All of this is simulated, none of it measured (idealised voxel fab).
A process module follows: voxel self aligned contacts.
Pictured: cross-section cut, 255 nm wide, on a grid of 5 nm square cells.
Cross-section spec: square-cell grid; bands listed top down; each band is one or more rows. Heights first: top, then bottom, in nm. Then materials, left to right, each with a width in nm. "throughout" on a single material: fills the band edge to edge. "blank": empty space. Basically, 0 is our baseline, since under it the wafer straight out of the box is all one material. The bottom band has no lower end and keeps on going down, so it looks like "z 0 and below". The width entry "30 to 40" should be interpreted row by row: the top row of cells in the band takes the first number, the bottom row takes the second number, and the change between adjacent rows is uniform throughout. Key: "nothing got changed" - step with no changed cell in the cross-section. Basically, "Trapped void list" tells you about the enclosed voids: empty spaces with no open way to the top, 8 cells or bigger, each written width x height at distance, where distance is from the left edge, all in nm. If you see something after the settings on a step's line, that's the simulator's own remark about that step. overlay nm: where the mask lay relative to plan, measured to the right, on steps with a mask; negatives go left.
-- Below is the list of planned process steps
1) RECEIVE [material Si]
2) CONFORMAL_DEP [material SiO2] [thk nm 5]
3) DIRECTIONAL_DEP [material polySi] [thk nm 30]
4) DIRECTIONAL_DEP [material SiN] [thk nm 25]
5) DIRECTIONAL_DEP [material aC] [thk nm 15]
6) PATTERN [tone cover] [mask id GATE] [material resist] [width nm 35] [pitch nm 75] [thk nm 35] [overlay nm 0]
7) DIRECTIONAL_ETCH [etch materials aC] [depth nm 15]
8) STRIP [etch materials resist]
9) DIRECTIONAL_ETCH [etch materials SiN] [depth nm 25]
10) DIRECTIONAL_ETCH [etch materials polySi] [depth nm 30]
11) STRIP [etch materials aC]
12) CONFORMAL_DEP [material SiN] [thk nm 10]
13) DIRECTIONAL_ETCH [etch materials SiN] [depth nm 10]
14) FILL_DEP [material SiO2] [thk nm 15]
15) CMP [height nm 70]
16) MASKED_ETCH [tone open] [mask id CONTACT] [width nm 60] [etch materials SiO2] [depth nm 70] [overlay nm 0]
17) CONFORMAL_DEP [material TiN] [thk nm 5]
18) FILL_DEP [material W] [thk nm 10]
19) CMP [height nm 70]
20) CONFORMAL_DEP [material SiN] [thk nm 5]
-- This is the cross-section of the wafer as we received it, i.e. after step 1
- z 0 and below | Si throughout
- Trapped void list: none
-- As-planned run: cross-section of the first of two wafers at end of module
- z 75 to 70 | SiN throughout
- z 70 to 60 | SiO2 95 nm / TiN 5 to 25 nm / W 50 to 10 nm / TiN 5 to 25 nm / SiO2 100 nm
- z 60 to 35 | SiO2 60 nm / SiN 55 nm / TiN 5 nm / W 10 nm / TiN 5 nm / SiN 55 nm / SiO2 65 nm
- z 35 to 5 | SiO2 60 nm / SiN 10 nm / polySi 35 nm / SiN 10 nm / TiN 5 nm / W 10 nm / TiN 5 nm / SiN 10 nm / polySi 35 nm / SiN 10 nm / SiO2 65 nm
- z 5 to 0 | SiO2 115 nm / TiN 20 nm / SiO2 120 nm
- z 0 and below | Si throughout
- Trapped void list: none
-- Same start, same plan as the first wafer - but one mistake in the run. Cross-section of the second of the two at the end of the module
- z 75 to 70 | SiN throughout
- z 70 to 65 | SiO2 60 nm / SiN 55 nm / TiN 5 nm / W 10 nm / TiN 5 nm / SiN 55 nm / SiO2 65 nm
- z 65 to 40 | SiO2 60 nm / SiN 10 nm / polySi 35 nm / SiN 10 nm / TiN 5 nm / W 10 nm / TiN 5 nm / SiN 10 nm / polySi 35 nm / SiN 10 nm / SiO2 65 nm
- z 40 to 35 | SiO2 60 nm / SiN 10 nm / polySi 35 nm / SiN 10 nm / TiN 20 nm / SiN 10 nm / polySi 35 nm / SiN 10 nm / SiO2 65 nm
- z 35 to 5 | polySi throughout
- z 5 to 0 | SiO2 throughout
- z 0 and below | Si throughout
- Trapped void list: none
Heads up, the wafer didn't run the way we planned it: heads up, step 3 of the plan got done twice
Cell-count delta at end, second wafer over first, by material: -88 SiN | -174 SiO2 | -22 TiN | -22 W | +306 polySi
